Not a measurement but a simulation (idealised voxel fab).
process module | voxel transistor to metal
cross-section cut | 265 nm wide | cells 5 nm
A cross-section is a grid of square cells, given in bands from the top down. A band is one or more rows of cells.
Each band's line starts with the height of the band's top and of its bottom, in nm. Then come its materials from left to right, each with its width in nm. One material with "throughout" fills the band from edge to edge. "air" is empty space.
Height 0 is the level under which the wafer as received is all one material. The lowest band goes on downwards, as in "0 down".
A width such as "30 to 40" changes by the same amount from each row of cells to the next, from the band's top row to its bottom row.
"no change" after a step means that no cell of the cross-section changed.
closed voids: empty space of 8 cells or more with no open way to the top, each as width x height at its distance from the left edge, in nm
after a step's settings: what the simulator itself notes on the step
overlay nm, on a step with a mask: how far to the right of its planned place the mask lay; to the left if negative
plan
1 op RECEIVE | material Si
2 op OXIDIZE | depth nm 5
3 op CONFORMAL_DEP | material SiN | thk nm 15
4 op PATTERN | tone cover | mask id ACTIVE | material resist | width nm 105 | pitch nm 130 | thk nm 20 | overlay nm 0
5 op DIRECTIONAL_ETCH | etch materials SiN | depth nm 15
6 op DIRECTIONAL_ETCH | etch materials SiO2 | depth nm 5
7 op DIRECTIONAL_ETCH | etch materials Si | depth nm 25
8 op STRIP | etch materials resist
9 op OXIDIZE | depth nm 5
10 op FILL_DEP | material SiO2 | thk nm 15
11 op CMP | height nm 15
12 op SELECTIVE_ETCH | etch materials SiO2 | depth nm 10
13 op STRIP | etch materials SiN
14 op SELECTIVE_ETCH | etch materials SiO2 | depth nm 5
15 op OXIDIZE | depth nm 5
16 op DIRECTIONAL_DEP | material polySi | thk nm 25
17 op DIRECTIONAL_DEP | material SiCN | thk nm 10
18 op MASKED_ETCH | tone cover | mask id GATE | width nm 25 | pitch nm 130 | etch materials SiCN | depth nm 20 | overlay nm 0
19 op MASKED_ETCH | tone cover | mask id GATE | width nm 25 | pitch nm 130 | etch materials polySi | depth nm 35 | overlay nm 0
20 op CONFORMAL_DEP | material SiN | thk nm 5
21 op DIRECTIONAL_ETCH | etch materials SiN | depth nm 5
22 op DIRECTIONAL_ETCH | etch materials SiO2 | depth nm 5
23 op EPI | material nSi | thk nm 5
24 op FILL_DEP | material SiO2 | thk nm 5
25 op CMP | height nm 30
26 op DIRECTIONAL_DEP | material SiO2 | thk nm 10
27 op MASKED_ETCH | tone open | mask id CONTACT | width nm 15 | etch materials SiO2 | depth nm 45 | overlay nm 0
28 op CONFORMAL_DEP | material TiN | thk nm 5
29 op FILL_DEP | material Ru | thk nm 10
30 op CMP | height nm 40
31 op CONFORMAL_DEP | material SiN | thk nm 5
32 op DIRECTIONAL_DEP | material SiO2 | thk nm 25
33 op MASKED_ETCH | tone open | mask id METAL_1 | width nm 15 | etch materials SiO2 | depth nm 25 | overlay nm 0
34 op MASKED_ETCH | tone open | mask id METAL_1 | width nm 15 | etch materials SiN | depth nm 5 | overlay nm 0
35 op CONFORMAL_DEP | material TiN | thk nm 5
36 op FILL_DEP | material Ru | thk nm 10
37 op CMP | height nm 70
38 op EPI | material Ru | thk nm 5
39 op FILL_DEP | material SiCN | thk nm 5
as received, after step 1
  0 down: Si throughout
  closed voids: none
first wafer at the end, as planned
  80 to 75: SiCN throughout
  75 to 70: SiCN 20 | Ru 25 | SiCN 45 | Ru 25 | SiCN 35 | Ru 25 | SiCN 45 | Ru 25 | SiCN 20
  70 to 45: SiO2 25 | TiN 5 | Ru 5 | TiN 5 | SiO2 55 | TiN 5 | Ru 5 | TiN 5 | SiO2 45 | TiN 5 | Ru 5 | TiN 5 | SiO2 55 | TiN 5 | Ru 5 | TiN 5 | SiO2 25
  45 to 40: SiN 25 | TiN 15 | SiN 55 | TiN 15 | SiN 45 | TiN 15 | SiN 55 | TiN 15 | SiN 25
  40 to 30: SiO2 25 | TiN 5 | Ru 5 | TiN 5 | SiO2 55 | TiN 5 | Ru 5 | TiN 5 | SiO2 45 | TiN 5 | Ru 5 | TiN 5 | SiO2 55 | TiN 5 | Ru 5 | TiN 5 | SiO2 25
  30 to 20: SiO2 25 | TiN 5 | Ru 5 | TiN 5 | SiO2 10 | SiN 5 | SiCN 25 | SiN 5 | SiO2 10 | TiN 5 | Ru 5 | TiN 5 | SiO2 45 | TiN 5 | Ru 5 | TiN 5 | SiO2 10 | SiN 5 | SiCN 25 | SiN 5 | SiO2 10 | TiN 5 | Ru 5 | TiN 5 | SiO2 25
  20 to 0: SiO2 25 | TiN 5 | Ru 5 | TiN 5 | SiO2 10 | SiN 5 | polySi 25 | SiN 5 | SiO2 10 | TiN 5 | Ru 5 | TiN 5 | SiO2 45 | TiN 5 | Ru 5 | TiN 5 | SiO2 10 | SiN 5 | polySi 25 | SiN 5 | SiO2 10 | TiN 5 | Ru 5 | TiN 5 | SiO2 25
  0 to -5: SiO2 10 | SiN 5 | SiO2 10 | TiN 15 | SiO2 10 | SiN 5 | polySi 25 | SiN 5 | SiO2 10 | TiN 15 | SiO2 10 | SiN 5 | SiO2 15 | SiN 5 | SiO2 10 | TiN 15 | SiO2 10 | SiN 5 | polySi 25 | SiN 5 | SiO2 10 | TiN 15 | SiO2 10 | SiN 5 | SiO2 10
  -5 to -10: SiO2 15 | nSi 35 | SiO2 35 | nSi 35 | SiO2 25 | nSi 35 | SiO2 35 | nSi 35 | SiO2 15
  -10 to -35: SiO2 20 | Si 95 | SiO2 35 | Si 95 | SiO2 20
  -35 down: Si throughout
  closed voids: none
second wafer at the end: like start, like plan, one mistake
  80 to 75: SiCN throughout
  75 to 70: SiCN 20 | Ru 25 | SiCN 45 | Ru 25 | SiCN 35 | Ru 25 | SiCN 45 | Ru 25 | SiCN 20
  70 to 45: SiO2 25 | TiN 5 | Ru 5 | TiN 5 | SiO2 55 | TiN 5 | Ru 5 | TiN 5 | SiO2 45 | TiN 5 | Ru 5 | TiN 5 | SiO2 55 | TiN 5 | Ru 5 | TiN 5 | SiO2 25
  45 to 40: SiN 25 | TiN 15 | SiN 55 | TiN 15 | SiN 45 | TiN 15 | SiN 55 | TiN 15 | SiN 25
  40 to 30: SiO2 25 | TiN 5 | Ru 5 | TiN 5 | SiO2 55 | TiN 5 | Ru 5 | TiN 5 | SiO2 45 | TiN 5 | Ru 5 | TiN 5 | SiO2 55 | TiN 5 | Ru 5 | TiN 5 | SiO2 25
  30 to 20: SiO2 25 | TiN 5 | Ru 5 | TiN 5 | SiO2 10 | SiN 5 | SiCN 25 | SiN 5 | SiO2 10 | TiN 5 | Ru 5 | TiN 5 | SiO2 45 | TiN 5 | Ru 5 | TiN 5 | SiO2 10 | SiN 5 | SiCN 25 | SiN 5 | SiO2 10 | TiN 5 | Ru 5 | TiN 5 | SiO2 25
  20 to 0: SiO2 25 | TiN 5 | Ru 5 | TiN 5 | SiO2 5 | SiN 5 | polySi 35 | SiN 5 | SiO2 5 | TiN 5 | Ru 5 | TiN 5 | SiO2 45 | TiN 5 | Ru 5 | TiN 5 | SiO2 5 | SiN 5 | polySi 35 | SiN 5 | SiO2 5 | TiN 5 | Ru 5 | TiN 5 | SiO2 25
  0 to -5: SiO2 10 | SiN 5 | SiO2 10 | TiN 15 | SiO2 5 | SiN 5 | polySi 35 | SiN 5 | SiO2 5 | TiN 15 | SiO2 10 | SiN 5 | SiO2 15 | SiN 5 | SiO2 10 | TiN 15 | SiO2 5 | SiN 5 | polySi 35 | SiN 5 | SiO2 5 | TiN 15 | SiO2 10 | SiN 5 | SiO2 10
  -5 to -10: SiO2 15 | nSi 30 | SiO2 45 | nSi 30 | SiO2 25 | nSi 30 | SiO2 45 | nSi 30 | SiO2 15
  -10 to -35: SiO2 20 | Si 95 | SiO2 35 | Si 95 | SiO2 20
  -35 down: Si throughout
  closed voids: none
what went wrong: step 19 ran as: op MASKED_ETCH | tone cover | mask id GATE | width nm 35 | pitch nm 130 | etch materials polySi | depth nm 35 | overlay nm 0
at the end the second wafer has, in cells: 16 fewer of SiO2 | 4 fewer of nSi | 20 more of polySi
